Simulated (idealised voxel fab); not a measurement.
Name of the process module below: voxel ribs on slabs
FYI the section here is cut, 280 nm wide, cells are 5 nm squares.
Throughout this document, each cross-section is represented as a grid of square cells and is presented as a sequence of bands enumerated from the top downward, where a band comprises one or more rows of cells. Quick guide to a band line: top height, bottom height (nm) up front; then every material left to right with its width in nm. Only one material and it's marked "everywhere"? Then it fills the band edge to edge. And "empty" just means empty space. Basically, 0 is our baseline, since under it the wafer straight out of the box is all one material. The bottom band has no lower end and keeps on going down, so it looks like "0 down". Read "30 to 40" as a graded width: first number on top, second number at the bottom, same change between each pair of neighbouring rows. You'll sometimes find "no change" written for a step, and that's the way of saying that nowhere in the cross-section did a cell change during that step. For the entry "Trapped cavities", the listed items are empty spaces with no open way to the top whose size is 8 cells or more; each item follows the pattern width x height at distance, where distance is from the left edge and all three are in nm. On each step's line, the part that comes after the settings is the simulator's own comment on the step. The setting "overlay nm" may be written on the line of a step. When the step uses a mask, the value reports how far to the right of the planned place the mask lay, and a negative value reports that it lay to the left.
# Planned step list for the process
1. RECEIVE (material Si)
2. DIRECTIONAL_DEP (material SiO2; thk nm 25)
3. DIRECTIONAL_DEP (material polySi; thk nm 25)
4. MASKED_ETCH (tone cover; mask id RIB; width nm 25; etch materials polySi; depth nm 10; overlay nm 0)
5. DIRECTIONAL_DEP (material aC; thk nm 15)
6. PATTERN (tone cover; mask id SLAB; material resist; width nm 55; thk nm 35; overlay nm 0)
7. DIRECTIONAL_ETCH (etch materials aC; depth nm 15)
8. STRIP (etch materials resist)
9. DIRECTIONAL_ETCH (etch materials polySi; depth nm 15)
10. STRIP (etch materials aC)
11. FILL_DEP (material SiO2; thk nm 15)
12. CMP (height nm 60)
13. DIRECTIONAL_DEP (material TiN; thk nm 10)
14. MASKED_ETCH (tone cover; mask id HEATER; width nm 35; etch materials TiN; depth nm 10; overlay nm -15)
15. CONFORMAL_DEP (material SiN; thk nm 5)
Don't read the plan's overlay nm for step 14 as applying to every wafer: that's the first wafer's value, and the wafers differ in it, though they all start identical.
# Step 1 complete: as-received cross-section of the first of several wafers
* 0 down = Si everywhere
* Trapped cavities: none
# Cross-section after step 15, the final step of the module, for the first of several wafers
* 75 to 70 = empty 100 nm  SiN 45 nm  empty 135 nm
* 70 to 65 = empty 100 nm  SiN 5 nm  TiN 35 nm  SiN 5 nm  empty 135 nm
* 65 to 60 = SiN 105 nm  TiN 35 nm  SiN 140 nm
* 60 to 50 = SiO2 everywhere
* 50 to 40 = SiO2 125 nm  polySi 25 nm  SiO2 130 nm
* 40 to 25 = SiO2 110 nm  polySi 55 nm  SiO2 115 nm
* 25 to 0 = SiO2 everywhere
* 0 down = Si everywhere
* Trapped cavities: none
# X-section, last wafer, module end
* 75 to 70 = empty 130 nm  SiN 45 nm  empty 105 nm
* 70 to 65 = empty 130 nm  SiN 5 nm  TiN 35 nm  SiN 5 nm  empty 105 nm
* 65 to 60 = SiN 135 nm  TiN 35 nm  SiN 110 nm
* 60 to 50 = SiO2 everywhere
* 50 to 40 = SiO2 125 nm  polySi 25 nm  SiO2 130 nm
* 40 to 25 = SiO2 110 nm  polySi 55 nm  SiO2 115 nm
* 25 to 0 = SiO2 everywhere
* 0 down = Si everywhere
* Trapped cavities: none
# Basically each wafer gets a line in the table, showing it at the end of the module: material by material, the cells it gained (+) or lost (-) since we got it, then its closed voids
overlay nm -15 | +60 SiN | +629 SiO2 | +14 TiN | +43 polySi | Trapped cavities: none
overlay nm -10 | +60 SiN | +629 SiO2 | +14 TiN | +43 polySi | Trapped cavities: none
overlay nm -5 | +60 SiN | +629 SiO2 | +14 TiN | +43 polySi | Trapped cavities: none
overlay nm 0 | +60 SiN | +629 SiO2 | +14 TiN | +43 polySi | Trapped cavities: none
overlay nm 5 | +60 SiN | +629 SiO2 | +14 TiN | +43 polySi | Trapped cavities: none
overlay nm 10 | +60 SiN | +629 SiO2 | +14 TiN | +43 polySi | Trapped cavities: none
overlay nm 15 | +60 SiN | +629 SiO2 | +14 TiN | +43 polySi | Trapped cavities: none
